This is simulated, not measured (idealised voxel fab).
Process module, titled voxel air gaps
265 nm wide, 5 nm square cells: that's cross-section cut.
How to read a cross-section here: the picture is a grid of square cells, written as bands going from the top down, and any band can span one or more rows of cells.
In this notation a band is specified by the heights of its top and bottom, in that order and in nm, after which its materials appear from left to right, each paired with its width in nm. The word "everywhere" attached to a single material means that material fills the band from edge to edge; the word "air" stands for empty space.
We count height from 0. Below that, the starting wafer is all one material. The lowest band never ends at the bottom but goes on down; see "top 0, no bottom" for how that is written.
The two numbers in a width such as "30..40" mark its ends across the band: the first belongs to the top row of cells, the second to the bottom row, and from each row to the next the width moves by the same amount.
No cell of the cross-section changed in a step that is given as "all unchanged".
Each empty space that has no open way to the top and spans at least 8 cells appears under "Unvented voids" as width x height at distance, the distance counted from the left edge, all in nm.
Read whatever lies past the settings on a step's line as the simulator's own remark about the step.
If you see "overlay nm" on a step's line and that step has a mask, it's telling you how far right of where it was planned the mask ended up; a negative number means it went left instead.
## Set out below are the planned steps of the process
1: op RECEIVE | material Si
2: op CONFORMAL_DEP | material SiO2 | thk nm 10
3: op CONFORMAL_DEP | material SiCN | thk nm 5
4: op DIRECTIONAL_DEP | material lowk | thk nm 40
5: op MASKED_ETCH | tone open | mask id LINES | width nm 20 | pitch nm 45 | etch materials lowk | depth nm 40 | overlay nm 0
6: op CONFORMAL_DEP | material TiN | thk nm 5
7: op FILL_DEP | material W | thk nm 5
8: op CMP | height nm 55
9: op EPI | material Ru | thk nm 10
10: op SELECTIVE_ETCH | etch materials lowk | depth nm 50
11: op CONFORMAL_DEP | material SiCN | thk nm 5
## The following pertains to the first of two wafers, which was processed as planned
## Wafer at receipt (post step 1), cross-section
	top 0, no bottom | Si everywhere
	Unvented voids: none
## Sectional view: wafer, after step 2
	top 10, bottom 0 | SiO2 everywhere
	Whatever lies below 0 is exactly as it was before.
## Sectional view: wafer, after step 3
	top 15, bottom 10 | SiCN everywhere
	Whatever lies below 10 is exactly as it was before.
## Sectional view: wafer, after step 4
	top 55, bottom 15 | lowk everywhere
	Whatever lies below 15 is exactly as it was before.
## Sectional view: wafer, after step 5
	top 55, bottom 15 | lowk (75), air (20), lowk (25), air (20), lowk (25), air (20), lowk (80)
	Whatever lies below 15 is exactly as it was before.
## Sectional view: wafer, after step 6
	top 60, bottom 55 | TiN (80), air (10), TiN (35), air (10), TiN (35), air (10), TiN (85)
	top 55, bottom 20 | lowk (75), TiN (5), air (10), TiN (5), lowk (25), TiN (5), air (10), TiN (5), lowk (25), TiN (5), air (10), TiN (5), lowk (80)
	top 20, bottom 15 | lowk (75), TiN (20), lowk (25), TiN (20), lowk (25), TiN (20), lowk (80)
	Whatever lies below 15 is exactly as it was before.
## Sectional view: wafer, after step 7
	top 65, bottom 60 | W everywhere
	top 60, bottom 55 | TiN (80), W (10), TiN (35), W (10), TiN (35), W (10), TiN (85)
	top 55, bottom 20 | lowk (75), TiN (5), W (10), TiN (5), lowk (25), TiN (5), W (10), TiN (5), lowk (25), TiN (5), W (10), TiN (5), lowk (80)
	Whatever lies below 20 is exactly as it was before.
## Sectional view: wafer, after step 8
	top 55, bottom 20 | lowk (75), TiN (5), W (10), TiN (5), lowk (25), TiN (5), W (10), TiN (5), lowk (25), TiN (5), W (10), TiN (5), lowk (80)
	Whatever lies below 20 is exactly as it was before.
## Sectional view: wafer, after step 9
	top 65, bottom 55 | air (65), Ru (40), air (5), Ru (40), air (5), Ru (40), air (70)
	Whatever lies below 55 is exactly as it was before.
## Sectional view: wafer, after step 10
	top 65, bottom 55 | air (65), Ru (40), air (5), Ru (40), air (5), Ru (40), air (70)
	top 55, bottom 20 | air (75), TiN (5), W (10), TiN (5), air (25), TiN (5), W (10), TiN (5), air (25), TiN (5), W (10), TiN (5), air (80)
	top 20, bottom 15 | air (75), TiN (20), air (25), TiN (20), air (25), TiN (20), air (80)
	Whatever lies below 15 is exactly as it was before.
## Sectional view: wafer, after step 11
	top 70, bottom 65 | air (60), SiCN (140), air (65)
	top 65, bottom 55 | air (60), SiCN (5), Ru (40), SiCN (5), Ru (40), SiCN (5), Ru (40), SiCN (5), air (65)
	top 55, bottom 50 | air (60), SiCN (15), TiN (5), W (10), TiN (5), SiCN (25), TiN (5), W (10), TiN (5), SiCN (25), TiN (5), W (10), TiN (5), SiCN (15), air (65)
	top 50, bottom 20 | air (70), SiCN (5), TiN (5), W (10), TiN (5), SiCN (5), air (15), SiCN (5), TiN (5), W (10), TiN (5), SiCN (5), air (15), SiCN (5), TiN (5), W (10), TiN (5), SiCN (5), air (75)
	top 20, bottom 15 | SiCN (75), TiN (20), SiCN (25), TiN (20), SiCN (25), TiN (20), SiCN (80)
	Whatever lies below 15 is exactly as it was before.
	Unvented voids: 15 x 30 at 100; 15 x 30 at 145
## The second wafer began exactly as the first did and followed the same plan, but one mistake was made while running it; through step 4 inclusive, the two wafers are identical
## Second wafer, cut view, end of step 5 per plan
	top 55, bottom 15 | air (75), lowk (20), air (25), lowk (20), air (25), lowk (20), air (80)
	Whatever lies below 15 is exactly as it was before.
## Second wafer, cut view, end of step 6 per plan
	top 60, bottom 55 | air (70), TiN (30), air (15), TiN (30), air (15), TiN (30), air (75)
	top 55, bottom 20 | air (70), TiN (5), lowk (20), TiN (5), air (15), TiN (5), lowk (20), TiN (5), air (15), TiN (5), lowk (20), TiN (5), air (75)
	top 20, bottom 15 | TiN (75), lowk (20), TiN (25), lowk (20), TiN (25), lowk (20), TiN (80)
	Whatever lies below 15 is exactly as it was before.
## Second wafer, cut view, end of step 7 per plan
	top 65, bottom 60 | W everywhere
	top 60, bottom 55 | W (70), TiN (30), W (15), TiN (30), W (15), TiN (30), W (75)
	top 55, bottom 20 | W (70), TiN (5), lowk (20), TiN (5), W (15), TiN (5), lowk (20), TiN (5), W (15), TiN (5), lowk (20), TiN (5), W (75)
	Whatever lies below 20 is exactly as it was before.
## Second wafer, cut view, end of step 8 per plan
	top 55, bottom 20 | W (70), TiN (5), lowk (20), TiN (5), W (15), TiN (5), lowk (20), TiN (5), W (15), TiN (5), lowk (20), TiN (5), W (75)
	Whatever lies below 20 is exactly as it was before.
## Second wafer, cut view, end of step 9 per plan
	top 65, bottom 55 | Ru everywhere
	Whatever lies below 55 is exactly as it was before.
Second wafer, cut view, end of step 10 per plan: all unchanged
## Second wafer, cut view, end of step 11 per plan
	top 70, bottom 65 | SiCN everywhere
	Whatever lies below 65 is exactly as it was before.
Finding, execution versus plan: in deviation from the planned setting, step 5 was conducted as op MASKED_ETCH | tone cover | mask id LINES | width nm 20 | pitch nm 45 | etch materials lowk | depth nm 40 | overlay nm 0
Looking at both finished wafers in cells, the second ends up ahead of or behind the first on some materials: 58 more of Ru, 76 fewer of SiCN, 29 more of TiN, 203 more of W, 96 more of lowk
At the end, the first wafer has 2 closed voids and the second wafer has 0.
